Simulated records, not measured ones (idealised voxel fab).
Process module, titled voxel released beams
Shown is cross-section cut, with a width of 180 nm and square cells of size 5 nm.
When this document writes out a cross-section, it uses a grid of square cells and lists it as bands, beginning at the top and moving down, with a band standing for one or more rows of cells.
For a band, the entry starts with two heights in nm, that of the top and then that of the bottom, and carries on with the band's materials in order from left to right, each alongside its width in nm; the word "all across" beside a single material means it fills the band edge to edge, and "blank" means empty space.
Measure heights from 0. That's the level where, below it, the as-received wafer is all one material. The lowest band is bottomless and extends downward; write it as in "z 0 and below".
A width such as "30 to 40" changes by the same amount from each row of cells to the next, from the band's top row to its bottom row.
Step note "nothing got changed" = no cross-section cell changed.
Closed empty spaces (no open way to the top) of 8 cells or more are what "Enclosed void inventory" lists, each as width x height at distance from the left edge, nm for all three.
On each step's line, the part that comes after the settings is the simulator's own comment on the step.
Regarding "overlay nm": on a step with a mask, it is the distance the mask lay to the right of its planned place; a negative value places it to the left.
Intended process steps
- 1: RECEIVE (material Si)
- 2: CONFORMAL_DEP (material SiN; thk nm 5)
- 3: DIRECTIONAL_DEP (material SiO2; thk nm 10)
- 4: DIRECTIONAL_DEP (material aC; thk nm 15)
- 5: PATTERN (tone open; mask id ANCHOR; material resist; width nm 40; thk nm 35; overlay nm 0)
- 6: DIRECTIONAL_ETCH (etch materials aC; depth nm 15)
- 7: STRIP (etch materials resist)
- 8: DIRECTIONAL_ETCH (etch materials SiO2; depth nm 10)
- 9: STRIP (etch materials aC)
- 10: CONFORMAL_DEP (material W; thk nm 15)
- 11: DIRECTIONAL_DEP (material aC; thk nm 10)
- 12: PATTERN (tone cover; mask id BEAM; material resist; width nm 100; thk nm 25; overlay nm 0)
- 13: DIRECTIONAL_ETCH (etch materials aC; depth nm 10)
- 14: STRIP (etch materials resist)
- 15: DIRECTIONAL_ETCH (etch materials W; depth nm 15)
- 16: STRIP (etch materials aC)
- 17: STRIP (etch materials SiO2)
Delivered wafer in cross-section: state after step 1
- z 0 and below = Si all across
- Enclosed void inventory: none
End-of-module XS, first of two wafers, run as planned
- z 30 to 20 = blank 35 nm, then W 20 nm, then blank 10 nm, then W 70 nm, then blank 45 nm
- z 20 to 15 = blank 35 nm, then W 100 nm, then blank 45 nm
- z 15 to 5 = blank 40 nm, then W 40 nm, then blank 100 nm
- z 5 to 0 = SiN all across
- z 0 and below = Si all across
- Enclosed void inventory: none
Cross-sectional view: second of two wafers, end of module; start and plan identical to the first, one mistake in running
- z 30 to 15 = blank 35 nm, then W 100 nm, then blank 45 nm
- z 15 to 5 = blank 45 nm, then W 30 nm, then blank 105 nm
- z 5 to 0 = SiN all across
- z 0 and below = Si all across
- Enclosed void inventory: none
What was done differently from what was planned? step 5 ran with different settings than intended, the actual operation and settings being PATTERN (tone open; mask id ANCHOR; material resist; width nm 30; thk nm 35; overlay nm 0)
At the close, every material occupies the same number of cells on the second wafer as on the first, only in different positions.
